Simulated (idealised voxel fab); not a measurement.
Process module, titled voxel wiring stack
Square cells of 5 nm make up the cross-section cut, whose width is 285 nm.
Throughout this document, each cross-section is represented as a grid of square cells and is presented as a sequence of bands enumerated from the top downward, where a band comprises one or more rows of cells.
Band: top and bottom heights (nm) first, top before bottom; then materials from left to right, widths in nm. "throughout" marks a sole material filling the band edge to edge. "air" denotes empty space.
All heights in this document are referenced to 0, defined as the level beneath which the wafer, as received, consists entirely of one material. The lowest band is not bounded below; it extends indefinitely downward and is written in the form "0 -> down".
When a width is written as two numbers, as in "30->40", the first number is the width in the top row of cells of the band and the second is the width in its bottom row, and the width changes by the same amount from each row to the next.
For the purposes of this document, the phrase "no alterations made" attached to a step denotes that no cell within the cross-section was modified by that step.
If an empty space has no open way to the top and is at least 8 cells in size, "Sealed internal voids" lists it, written width x height at distance, where distance is measured from the left edge and every value is in nm.
Anything after a step's settings on that line? It's the simulator's own note about the step.
The line of a step may include "overlay nm". On a step with a mask, this value is how far to the right of its planned place the mask lay. A negative value means the mask lay to the left.

-- Here's what the planned process steps look like
| 1 | RECEIVE | material Si |
| 2 | CONFORMAL_DEP | material SiO2 | thk nm 15 |
| 3 | CONFORMAL_DEP | material SiN | thk nm 5 |
| 4 | DIRECTIONAL_DEP | material SiO2 | thk nm 20 |
| 5 | DIRECTIONAL_DEP | material aC | thk nm 15 |
| 6 | PATTERN | tone open | mask id METAL_1 | material resist | width nm 25 | pitch nm 50 | thk nm 35 | overlay nm 0 |
| 7 | DIRECTIONAL_ETCH | etch materials aC | depth nm 15 |
| 8 | STRIP | etch materials resist |
| 9 | DIRECTIONAL_ETCH | etch materials SiO2 | depth nm 20 |
| 10 | DIRECTIONAL_ETCH | etch materials SiN | depth nm 5 |
| 11 | STRIP | etch materials aC |
| 12 | CONFORMAL_DEP | material TiN | thk nm 5 |
| 13 | FILL_DEP | material W | thk nm 5 |
| 14 | CMP | height nm 40 |
| 15 | EPI | material Ru | thk nm 5 |
| 16 | FILL_DEP | material SiCN | thk nm 5 |
| 17 | DIRECTIONAL_DEP | material SiO2 | thk nm 15 |
| 18 | PATTERN | tone open | mask id PLUG_1 | material resist | width nm 15 | pitch nm 50 | thk nm 20 | overlay nm 0 |
| 19 | DIRECTIONAL_ETCH | etch materials SiO2 | depth nm 15 |
| 20 | DIRECTIONAL_ETCH | etch materials SiCN | depth nm 5 |
| 21 | STRIP | etch materials resist |
| 22 | CONFORMAL_DEP | material TiN | thk nm 5 |
| 23 | FILL_DEP | material Ru | thk nm 10 |
| 24 | CMP | height nm 65 |
| 25 | CONFORMAL_DEP | material SiN | thk nm 5 |
| 26 | DIRECTIONAL_DEP | material lowk | thk nm 20 |
| 27 | MASKED_ETCH | tone open | mask id METAL_2 | width nm 25 | pitch nm 50 | etch materials lowk | depth nm 20 | overlay nm 0 |
| 28 | MASKED_ETCH | tone open | mask id METAL_2 | width nm 25 | pitch nm 50 | etch materials SiN | depth nm 5 | overlay nm 0 |
| 29 | CONFORMAL_DEP | material TiN | thk nm 5 |
| 30 | FILL_DEP | material Cu | thk nm 5 |
| 31 | CMP | height nm 90 |
| 32 | CONFORMAL_DEP | material SiCN | thk nm 5 |

-- The following pertains to the first of two wafers, which was processed as planned

-- Received-state cross-section, reflecting completion of step 1
  0 -> down: Si throughout
  Sealed internal voids: none

-- Wafer section view after processing step 2
  15 -> 0: SiO2 throughout
  Whatever lies below 0 is exactly as it was before.

-- Wafer section view after processing step 3
  20 -> 15: SiN throughout
  Whatever lies below 15 is exactly as it was before.

-- Wafer section view after processing step 4
  40 -> 20: SiO2 throughout
  Whatever lies below 20 is exactly as it was before.

-- Wafer section view after processing step 5
  55 -> 40: aC throughout
  Whatever lies below 40 is exactly as it was before.

-- Wafer section view after processing step 6
  90 -> 55: 80 nm resist; 25 nm air; 25 nm resist; 25 nm air; 25 nm resist; 25 nm air; 80 nm resist
  Whatever lies below 55 is exactly as it was before.

-- Wafer section view after processing step 7
  75 -> 55: 80 nm resist; 25 nm air; 25 nm resist; 25 nm air; 25 nm resist; 25 nm air; 80 nm resist
  55 -> 40: 80 nm aC; 25 nm air; 25 nm aC; 25 nm air; 25 nm aC; 25 nm air; 80 nm aC
  Whatever lies below 40 is exactly as it was before.

-- Wafer section view after processing step 8
  55 -> 40: 80 nm aC; 25 nm air; 25 nm aC; 25 nm air; 25 nm aC; 25 nm air; 80 nm aC
  Whatever lies below 40 is exactly as it was before.

-- Wafer section view after processing step 9
  55 -> 40: 80 nm aC; 25 nm air; 25 nm aC; 25 nm air; 25 nm aC; 25 nm air; 80 nm aC
  40 -> 20: 80 nm SiO2; 25 nm air; 25 nm SiO2; 25 nm air; 25 nm SiO2; 25 nm air; 80 nm SiO2
  Whatever lies below 20 is exactly as it was before.

-- Wafer section view after processing step 10
  55 -> 40: 80 nm aC; 25 nm air; 25 nm aC; 25 nm air; 25 nm aC; 25 nm air; 80 nm aC
  40 -> 20: 80 nm SiO2; 25 nm air; 25 nm SiO2; 25 nm air; 25 nm SiO2; 25 nm air; 80 nm SiO2
  20 -> 15: 80 nm SiN; 25 nm air; 25 nm SiN; 25 nm air; 25 nm SiN; 25 nm air; 80 nm SiN
  Whatever lies below 15 is exactly as it was before.

-- Wafer section view after processing step 11
  40 -> 20: 80 nm SiO2; 25 nm air; 25 nm SiO2; 25 nm air; 25 nm SiO2; 25 nm air; 80 nm SiO2
  Whatever lies below 20 is exactly as it was before.

-- Wafer section view after processing step 12
  45 -> 40: 85 nm TiN; 15 nm air; 35 nm TiN; 15 nm air; 35 nm TiN; 15 nm air; 85 nm TiN
  40 -> 20: 80 nm SiO2; 5 nm TiN; 15 nm air; 5 nm TiN; 25 nm SiO2; 5 nm TiN; 15 nm air; 5 nm TiN; 25 nm SiO2; 5 nm TiN; 15 nm air; 5 nm TiN; 80 nm SiO2
  20 -> 15: 80 nm SiN; 25 nm TiN; 25 nm SiN; 25 nm TiN; 25 nm SiN; 25 nm TiN; 80 nm SiN
  Whatever lies below 15 is exactly as it was before.

-- Wafer section view after processing step 13
  50 -> 45: W throughout
  45 -> 40: 85 nm TiN; 15 nm W; 35 nm TiN; 15 nm W; 35 nm TiN; 15 nm W; 85 nm TiN
  40 -> 20: 80 nm SiO2; 5 nm TiN; 15 nm W; 5 nm TiN; 25 nm SiO2; 5 nm TiN; 15 nm W; 5 nm TiN; 25 nm SiO2; 5 nm TiN; 15 nm W; 5 nm TiN; 80 nm SiO2
  Whatever lies below 20 is exactly as it was before.

-- Wafer section view after processing step 14
  40 -> 20: 80 nm SiO2; 5 nm TiN; 15 nm W; 5 nm TiN; 25 nm SiO2; 5 nm TiN; 15 nm W; 5 nm TiN; 25 nm SiO2; 5 nm TiN; 15 nm W; 5 nm TiN; 80 nm SiO2
  Whatever lies below 20 is exactly as it was before.

-- Wafer section view after processing step 15
  45 -> 40: 75 nm air; 35 nm Ru; 15 nm air; 35 nm Ru; 15 nm air; 35 nm Ru; 75 nm air
  Whatever lies below 40 is exactly as it was before.

-- Wafer section view after processing step 16
  50 -> 45: SiCN throughout
  45 -> 40: 75 nm SiCN; 35 nm Ru; 15 nm SiCN; 35 nm Ru; 15 nm SiCN; 35 nm Ru; 75 nm SiCN
  Whatever lies below 40 is exactly as it was before.

-- Wafer section view after processing step 17
  65 -> 50: SiO2 throughout
  Whatever lies below 50 is exactly as it was before.

-- Wafer section view after processing step 18
  85 -> 65: 80 nm resist; 15 nm air; 35 nm resist; 15 nm air; 35 nm resist; 15 nm air; 90 nm resist
  Whatever lies below 65 is exactly as it was before.

-- Wafer section view after processing step 19
  85 -> 65: 80 nm resist; 15 nm air; 35 nm resist; 15 nm air; 35 nm resist; 15 nm air; 90 nm resist
  65 -> 50: 80 nm SiO2; 15 nm air; 35 nm SiO2; 15 nm air; 35 nm SiO2; 15 nm air; 90 nm SiO2
  Whatever lies below 50 is exactly as it was before.

-- Wafer section view after processing step 20
  85 -> 65: 80 nm resist; 15 nm air; 35 nm resist; 15 nm air; 35 nm resist; 15 nm air; 90 nm resist
  65 -> 50: 80 nm SiO2; 15 nm air; 35 nm SiO2; 15 nm air; 35 nm SiO2; 15 nm air; 90 nm SiO2
  50 -> 45: 80 nm SiCN; 15 nm air; 35 nm SiCN; 15 nm air; 35 nm SiCN; 15 nm air; 90 nm SiCN
  Whatever lies below 45 is exactly as it was before.

-- Wafer section view after processing step 21
  65 -> 50: 80 nm SiO2; 15 nm air; 35 nm SiO2; 15 nm air; 35 nm SiO2; 15 nm air; 90 nm SiO2
  Whatever lies below 50 is exactly as it was before.

-- Wafer section view after processing step 22
  70 -> 65: 85 nm TiN; 5 nm air; 45 nm TiN; 5 nm air; 45 nm TiN; 5 nm air; 95 nm TiN
  65 -> 50: 80 nm SiO2; 5 nm TiN; 5 nm air; 5 nm TiN; 35 nm SiO2; 5 nm TiN; 5 nm air; 5 nm TiN; 35 nm SiO2; 5 nm TiN; 5 nm air; 5 nm TiN; 90 nm SiO2
  50 -> 45: 80 nm SiCN; 15 nm TiN; 35 nm SiCN; 15 nm TiN; 35 nm SiCN; 15 nm TiN; 90 nm SiCN
  Whatever lies below 45 is exactly as it was before.

-- Wafer section view after processing step 23
  80 -> 70: Ru throughout
  70 -> 65: 85 nm TiN; 5 nm Ru; 45 nm TiN; 5 nm Ru; 45 nm TiN; 5 nm Ru; 95 nm TiN
  65 -> 50: 80 nm SiO2; 5 nm TiN; 5 nm Ru; 5 nm TiN; 35 nm SiO2; 5 nm TiN; 5 nm Ru; 5 nm TiN; 35 nm SiO2; 5 nm TiN; 5 nm Ru; 5 nm TiN; 90 nm SiO2
  Whatever lies below 50 is exactly as it was before.

-- Wafer section view after processing step 24
  65 -> 50: 80 nm SiO2; 5 nm TiN; 5 nm Ru; 5 nm TiN; 35 nm SiO2; 5 nm TiN; 5 nm Ru; 5 nm TiN; 35 nm SiO2; 5 nm TiN; 5 nm Ru; 5 nm TiN; 90 nm SiO2
  Whatever lies below 50 is exactly as it was before.

-- Wafer section view after processing step 25
  70 -> 65: SiN throughout
  Whatever lies below 65 is exactly as it was before.

-- Wafer section view after processing step 26
  90 -> 70: lowk throughout
  Whatever lies below 70 is exactly as it was before.

-- Wafer section view after processing step 27
  90 -> 70: 80 nm lowk; 25 nm air; 25 nm lowk; 25 nm air; 25 nm lowk; 25 nm air; 80 nm lowk
  Whatever lies below 70 is exactly as it was before.

-- Wafer section view after processing step 28
  90 -> 70: 80 nm lowk; 25 nm air; 25 nm lowk; 25 nm air; 25 nm lowk; 25 nm air; 80 nm lowk
  70 -> 65: 80 nm SiN; 25 nm air; 25 nm SiN; 25 nm air; 25 nm SiN; 25 nm air; 80 nm SiN
  Whatever lies below 65 is exactly as it was before.

-- Wafer section view after processing step 29
  95 -> 90: 85 nm TiN; 15 nm air; 35 nm TiN; 15 nm air; 35 nm TiN; 15 nm air; 85 nm TiN
  90 -> 70: 80 nm lowk; 5 nm TiN; 15 nm air; 5 nm TiN; 25 nm lowk; 5 nm TiN; 15 nm air; 5 nm TiN; 25 nm lowk; 5 nm TiN; 15 nm air; 5 nm TiN; 80 nm lowk
  70 -> 65: 80 nm SiN; 25 nm TiN; 25 nm SiN; 25 nm TiN; 25 nm SiN; 25 nm TiN; 80 nm SiN
  Whatever lies below 65 is exactly as it was before.

-- Wafer section view after processing step 30
  100 -> 95: Cu throughout
  95 -> 90: 85 nm TiN; 15 nm Cu; 35 nm TiN; 15 nm Cu; 35 nm TiN; 15 nm Cu; 85 nm TiN
  90 -> 70: 80 nm lowk; 5 nm TiN; 15 nm Cu; 5 nm TiN; 25 nm lowk; 5 nm TiN; 15 nm Cu; 5 nm TiN; 25 nm lowk; 5 nm TiN; 15 nm Cu; 5 nm TiN; 80 nm lowk
  Whatever lies below 70 is exactly as it was before.

-- Wafer section view after processing step 31
  90 -> 70: 80 nm lowk; 5 nm TiN; 15 nm Cu; 5 nm TiN; 25 nm lowk; 5 nm TiN; 15 nm Cu; 5 nm TiN; 25 nm lowk; 5 nm TiN; 15 nm Cu; 5 nm TiN; 80 nm lowk
  Whatever lies below 70 is exactly as it was before.

-- Wafer section view after processing step 32
  95 -> 90: SiCN throughout
  Whatever lies below 90 is exactly as it was before.

-- The Second Wafer: Common Origin and Plan, One Mistake in Execution, Identical to the First Through Step 15

Second wafer, cross-section, planned end of step 16: no alterations made

-- Second wafer, cross-section, planned end of step 17
  60 -> 55: 75 nm air; 35 nm SiO2; 15 nm air; 35 nm SiO2; 15 nm air; 35 nm SiO2; 75 nm air
  55 -> 45: SiO2 throughout
  45 -> 40: 75 nm SiO2; 35 nm Ru; 15 nm SiO2; 35 nm Ru; 15 nm SiO2; 35 nm Ru; 75 nm SiO2
  Whatever lies below 40 is exactly as it was before.

-- Second wafer, cross-section, planned end of step 18
  80 -> 60: 80 nm resist; 15 nm air; 35 nm resist; 15 nm air; 35 nm resist; 15 nm air; 90 nm resist
  60 -> 55: 75 nm resist; 35 nm SiO2; 15 nm resist; 35 nm SiO2; 15 nm resist; 35 nm SiO2; 75 nm resist
  Whatever lies below 55 is exactly as it was before.

-- Second wafer, cross-section, planned end of step 19
  80 -> 60: 80 nm resist; 15 nm air; 35 nm resist; 15 nm air; 35 nm resist; 15 nm air; 90 nm resist
  60 -> 55: 75 nm resist; 5 nm SiO2; 15 nm air; 15 nm SiO2; 15 nm resist; 5 nm SiO2; 15 nm air; 15 nm SiO2; 15 nm resist; 5 nm SiO2; 15 nm air; 15 nm SiO2; 75 nm resist
  55 -> 45: 80 nm SiO2; 15 nm air; 35 nm SiO2; 15 nm air; 35 nm SiO2; 15 nm air; 90 nm SiO2
  Whatever lies below 45 is exactly as it was before.

Second wafer, cross-section, planned end of step 20: no alterations made

-- Second wafer, cross-section, planned end of step 21
  60 -> 55: 75 nm air; 5 nm SiO2; 15 nm air; 15 nm SiO2; 15 nm air; 5 nm SiO2; 15 nm air; 15 nm SiO2; 15 nm air; 5 nm SiO2; 15 nm air; 15 nm SiO2; 75 nm air
  Whatever lies below 55 is exactly as it was before.

-- Second wafer, cross-section, planned end of step 22
  65 -> 60: 70 nm air; 15 nm TiN; 5 nm air; 25 nm TiN; 5 nm air; 15 nm TiN; 5 nm air; 25 nm TiN; 5 nm air; 15 nm TiN; 5 nm air; 25 nm TiN; 70 nm air
  60 -> 55: 75 nm TiN; 5 nm SiO2; 5 nm TiN; 5 nm air; 5 nm TiN; 15 nm SiO2; 15 nm TiN; 5 nm SiO2; 5 nm TiN; 5 nm air; 5 nm TiN; 15 nm SiO2; 15 nm TiN; 5 nm SiO2; 5 nm TiN; 5 nm air; 5 nm TiN; 15 nm SiO2; 75 nm TiN
  55 -> 50: 80 nm SiO2; 5 nm TiN; 5 nm air; 5 nm TiN; 35 nm SiO2; 5 nm TiN; 5 nm air; 5 nm TiN; 35 nm SiO2; 5 nm TiN; 5 nm air; 5 nm TiN; 90 nm SiO2
  50 -> 45: 80 nm SiO2; 15 nm TiN; 35 nm SiO2; 15 nm TiN; 35 nm SiO2; 15 nm TiN; 90 nm SiO2
  Whatever lies below 45 is exactly as it was before.

-- Second wafer, cross-section, planned end of step 23
  75 -> 65: Ru throughout
  65 -> 60: 70 nm Ru; 15 nm TiN; 5 nm Ru; 25 nm TiN; 5 nm Ru; 15 nm TiN; 5 nm Ru; 25 nm TiN; 5 nm Ru; 15 nm TiN; 5 nm Ru; 25 nm TiN; 70 nm Ru
  60 -> 55: 75 nm TiN; 5 nm SiO2; 5 nm TiN; 5 nm Ru; 5 nm TiN; 15 nm SiO2; 15 nm TiN; 5 nm SiO2; 5 nm TiN; 5 nm Ru; 5 nm TiN; 15 nm SiO2; 15 nm TiN; 5 nm SiO2; 5 nm TiN; 5 nm Ru; 5 nm TiN; 15 nm SiO2; 75 nm TiN
  55 -> 50: 80 nm SiO2; 5 nm TiN; 5 nm Ru; 5 nm TiN; 35 nm SiO2; 5 nm TiN; 5 nm Ru; 5 nm TiN; 35 nm SiO2; 5 nm TiN; 5 nm Ru; 5 nm TiN; 90 nm SiO2
  Whatever lies below 50 is exactly as it was before.

-- Second wafer, cross-section, planned end of step 24
  65 -> 60: 70 nm Ru; 15 nm TiN; 5 nm Ru; 25 nm TiN; 5 nm Ru; 15 nm TiN; 5 nm Ru; 25 nm TiN; 5 nm Ru; 15 nm TiN; 5 nm Ru; 25 nm TiN; 70 nm Ru
  Whatever lies below 60 is exactly as it was before.

-- Second wafer, cross-section, planned end of step 25
  70 -> 65: SiN throughout
  Whatever lies below 65 is exactly as it was before.

-- Second wafer, cross-section, planned end of step 26
  90 -> 70: lowk throughout
  Whatever lies below 70 is exactly as it was before.

-- Second wafer, cross-section, planned end of step 27
  90 -> 70: 80 nm lowk; 25 nm air; 25 nm lowk; 25 nm air; 25 nm lowk; 25 nm air; 80 nm lowk
  Whatever lies below 70 is exactly as it was before.

-- Second wafer, cross-section, planned end of step 28
  90 -> 70: 80 nm lowk; 25 nm air; 25 nm lowk; 25 nm air; 25 nm lowk; 25 nm air; 80 nm lowk
  70 -> 65: 80 nm SiN; 25 nm air; 25 nm SiN; 25 nm air; 25 nm SiN; 25 nm air; 80 nm SiN
  Whatever lies below 65 is exactly as it was before.

-- Second wafer, cross-section, planned end of step 29
  95 -> 90: 85 nm TiN; 15 nm air; 35 nm TiN; 15 nm air; 35 nm TiN; 15 nm air; 85 nm TiN
  90 -> 70: 80 nm lowk; 5 nm TiN; 15 nm air; 5 nm TiN; 25 nm lowk; 5 nm TiN; 15 nm air; 5 nm TiN; 25 nm lowk; 5 nm TiN; 15 nm air; 5 nm TiN; 80 nm lowk
  70 -> 65: 80 nm SiN; 25 nm TiN; 25 nm SiN; 25 nm TiN; 25 nm SiN; 25 nm TiN; 80 nm SiN
  Whatever lies below 65 is exactly as it was before.

-- Second wafer, cross-section, planned end of step 30
  100 -> 95: Cu throughout
  95 -> 90: 85 nm TiN; 15 nm Cu; 35 nm TiN; 15 nm Cu; 35 nm TiN; 15 nm Cu; 85 nm TiN
  90 -> 70: 80 nm lowk; 5 nm TiN; 15 nm Cu; 5 nm TiN; 25 nm lowk; 5 nm TiN; 15 nm Cu; 5 nm TiN; 25 nm lowk; 5 nm TiN; 15 nm Cu; 5 nm TiN; 80 nm lowk
  Whatever lies below 70 is exactly as it was before.

-- Second wafer, cross-section, planned end of step 31
  90 -> 70: 80 nm lowk; 5 nm TiN; 15 nm Cu; 5 nm TiN; 25 nm lowk; 5 nm TiN; 15 nm Cu; 5 nm TiN; 25 nm lowk; 5 nm TiN; 15 nm Cu; 5 nm TiN; 80 nm lowk
  Whatever lies below 70 is exactly as it was before.

-- Second wafer, cross-section, planned end of step 32
  95 -> 90: SiCN throughout
  Whatever lies below 90 is exactly as it was before.
Error vs. plan: execution of step 16 of the plan did not take place, the step having been omitted
Upon completion, the second wafer contains, in terms of cells, a greater or smaller amount of certain materials than the first wafer: 30 more of Ru; 84 fewer of SiCN; 54 more of TiN
